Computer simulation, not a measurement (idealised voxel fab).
Proc. module: voxel transistor to metal
Section cut is 175 nm wide and gridded with 5 nm square cells.
For the purposes of this document, a cross-section shall be understood as a grid of square cells, specified as bands listed in top-to-bottom order, each band consisting of one or more rows of cells.
The entry gives the band's vertical extent as a top height and a bottom height in nm, then its horizontal make-up as materials from left to right, each with a width in nm. "blank" stands for empty space; a single material marked "full width" fills the band edge to edge.
The level at which height equals 0 is the one under which the wafer, as it arrives, is entirely one material. No lower edge exists for the bottom band, which continues downward and is notated as in "0 and below".
You'd read "30->40" like this: the band's top row of cells is as wide as the first number, its bottom row is as wide as the second, and going down, every row changes width by the same amount as the row before did.
Step marked "all unchanged"? Then no cell in the cross-section changed in it.
"Enclosed void entries" contains a list of empty spaces, each no smaller than 8 cells and without an open way to the top, written in the form width x height at distance with the distance from the left edge and all three in nm.
The remark found on a step's line after its settings is issued by the simulator itself and pertains to that step.
overlay nm: where the mask lay relative to plan, measured to the right, on steps with a mask; negatives go left.
[Here's what the planned process steps look like]
step 1: RECEIVE,material Si
step 2: CONFORMAL_DEP,material SiO2,thk nm 5
step 3: CONFORMAL_DEP,material SiN,thk nm 15
step 4: PATTERN,tone cover,mask id ACTIVE,material resist,width nm 105,thk nm 20,overlay nm 0
step 5: DIRECTIONAL_ETCH,etch materials SiN,depth nm 15
step 6: DIRECTIONAL_ETCH,etch materials SiO2,depth nm 5
step 7: DIRECTIONAL_ETCH,etch materials Si,depth nm 25
step 8: STRIP,etch materials resist
step 9: FILL_DEP,material SiO2,thk nm 15
step 10: CMP,height nm 20
step 11: SELECTIVE_ETCH,etch materials SiO2,depth nm 5
step 12: STRIP,etch materials SiN
step 13: SELECTIVE_ETCH,etch materials SiO2,depth nm 5
step 14: OXIDIZE,depth nm 5
step 15: DIRECTIONAL_DEP,material polySi,thk nm 20
step 16: DIRECTIONAL_DEP,material SiCN,thk nm 10
step 17: DIRECTIONAL_DEP,material aC,thk nm 15
step 18: PATTERN,tone cover,mask id GATE,material resist,width nm 25,thk nm 30,overlay nm 0
step 19: DIRECTIONAL_ETCH,etch materials aC,depth nm 15
step 20: STRIP,etch materials resist
step 21: DIRECTIONAL_ETCH,etch materials SiCN,depth nm 20
step 22: DIRECTIONAL_ETCH,etch materials polySi,depth nm 30
step 23: STRIP,etch materials aC
step 24: CONFORMAL_DEP,material SiN,thk nm 5
step 25: DIRECTIONAL_ETCH,etch materials SiN,depth nm 5
step 26: DIRECTIONAL_ETCH,etch materials SiO2,depth nm 5
step 27: EPI,material SiGe,thk nm 5
step 28: FILL_DEP,material SiO2,thk nm 5
step 29: CMP,height nm 20
step 30: STRIP,etch materials polySi
step 31: SELECTIVE_ETCH,etch materials SiO2,depth nm 5
step 32: CONFORMAL_DEP,material HfO2,thk nm 5
step 33: CONFORMAL_DEP,material TiN,thk nm 5
step 34: FILL_DEP,material W,thk nm 5
step 35: CMP,height nm 15
step 36: DIRECTIONAL_DEP,material SiO2,thk nm 10
step 37: DIRECTIONAL_DEP,material aC,thk nm 15
step 38: PATTERN,tone open,mask id CONTACT,material resist,width nm 20,pitch nm 75,thk nm 30,overlay nm 0
step 39: DIRECTIONAL_ETCH,etch materials aC,depth nm 15
step 40: STRIP,etch materials resist
step 41: DIRECTIONAL_ETCH,etch materials SiO2,depth nm 25
step 42: STRIP,etch materials aC
step 43: CONFORMAL_DEP,material TiN,thk nm 5
step 44: FILL_DEP,material W,thk nm 5
step 45: CMP,height nm 25
step 46: CONFORMAL_DEP,material SiCN,thk nm 5
step 47: DIRECTIONAL_DEP,material lowk,thk nm 15
step 48: PATTERN,tone open,mask id METAL_1,material resist,width nm 20,pitch nm 75,thk nm 15,overlay nm 0
step 49: DIRECTIONAL_ETCH,etch materials lowk,depth nm 15
step 50: DIRECTIONAL_ETCH,etch materials SiCN,depth nm 5
step 51: STRIP,etch materials resist
step 52: CONFORMAL_DEP,material TiN,thk nm 5
step 53: FILL_DEP,material Ru,thk nm 10
step 54: CMP,height nm 45
step 55: CONFORMAL_DEP,material SiCN,thk nm 5
step 56: DIRECTIONAL_DEP,material lowk,thk nm 25
step 57: DIRECTIONAL_DEP,material aC,thk nm 10
step 58: PATTERN,tone open,mask id METAL_2,material resist,width nm 20,pitch nm 75,thk nm 25,overlay nm 0
step 59: DIRECTIONAL_ETCH,etch materials aC,depth nm 10
step 60: STRIP,etch materials resist
step 61: DIRECTIONAL_ETCH,etch materials lowk,depth nm 15
step 62: STRIP,etch materials aC
step 63: PATTERN,tone open,mask id METAL_2_HOLES,material resist,width nm 15,pitch nm 75,thk nm 20,overlay nm 0
step 64: DIRECTIONAL_ETCH,etch materials lowk,depth nm 10
step 65: DIRECTIONAL_ETCH,etch materials SiCN,depth nm 5
step 66: STRIP,etch materials resist
step 67: CONFORMAL_DEP,material TiN,thk nm 5
step 68: FILL_DEP,material Ru,thk nm 5
step 69: CMP,height nm 75
step 70: CONFORMAL_DEP,material SiCN,thk nm 5
[Wafer as received: cross-section following step 1]
> 0 and below = Si full width
> Enclosed void entries: none
[The module was run from the start shown above using the plan shown above, but one mistake was made doing it; the resulting wafer cross-section is below]
> 80 down to 75 = SiCN full width
> 75 down to 65 = lowk 40 nm  TiN 5 nm  Ru 10 nm  TiN 5 nm  lowk 55 nm  TiN 5 nm  Ru 10 nm  TiN 5 nm  lowk 40 nm
> 65 down to 60 = lowk 40 nm  TiN 5 nm  Ru 5 nm  TiN 10 nm  lowk 55 nm  TiN 5 nm  Ru 5 nm  TiN 10 nm  lowk 40 nm
> 60 down to 50 = lowk 40 nm  TiN 5 nm  Ru 5 nm  TiN 5 nm  lowk 60 nm  TiN 5 nm  Ru 5 nm  TiN 5 nm  lowk 45 nm
> 50 down to 40 = SiCN 40 nm  TiN 15->20 nm  SiCN 60->55 nm  TiN 15->20 nm  SiCN 45->40 nm
> 40 down to 25 = lowk full width
> 25 down to 15 = SiO2 40 nm  TiN 5 nm  W 10 nm  TiN 5 nm  SiO2 55 nm  TiN 5 nm  W 10 nm  TiN 5 nm  SiO2 40 nm
> 15 down to 10 = SiO2 40 nm  TiN 5 nm  W 10 nm  TiN 5 nm  SiO2 10 nm  SiN 5 nm  HfO2 5 nm  TiN 5 nm  W 5 nm  TiN 5 nm  HfO2 5 nm  SiN 5 nm  SiO2 10 nm  TiN 5 nm  W 10 nm  TiN 5 nm  SiO2 40 nm
> 10 down to 5 = SiO2 30 nm  SiN 5 nm  SiO2 5 nm  TiN 5 nm  W 10 nm  TiN 5 nm  SiO2 10 nm  SiN 5 nm  HfO2 5 nm  TiN 5 nm  W 5 nm  TiN 5 nm  HfO2 5 nm  SiN 5 nm  SiO2 10 nm  TiN 5 nm  W 10 nm  TiN 5 nm  SiO2 5 nm  SiN 5 nm  SiO2 30 nm
> 5 down to 0 = SiO2 30 nm  SiN 5 nm  SiO2 5 nm  TiN 20 nm  SiO2 10 nm  SiN 5 nm  HfO2 5 nm  TiN 15 nm  HfO2 5 nm  SiN 5 nm  SiO2 10 nm  TiN 20 nm  SiO2 5 nm  SiN 5 nm  SiO2 30 nm
> 0 down to -5 = SiO2 35 nm  SiGe 35 nm  HfO2 35 nm  SiGe 35 nm  SiO2 35 nm
> -5 down to -25 = SiO2 35 nm  Si 105 nm  SiO2 35 nm
> -25 and below = Si full width
> Enclosed void entries: none
It is concluded that the wafer was processed incorrectly with respect to the plan, in that steps 46 and 47 run out of order (swapped)
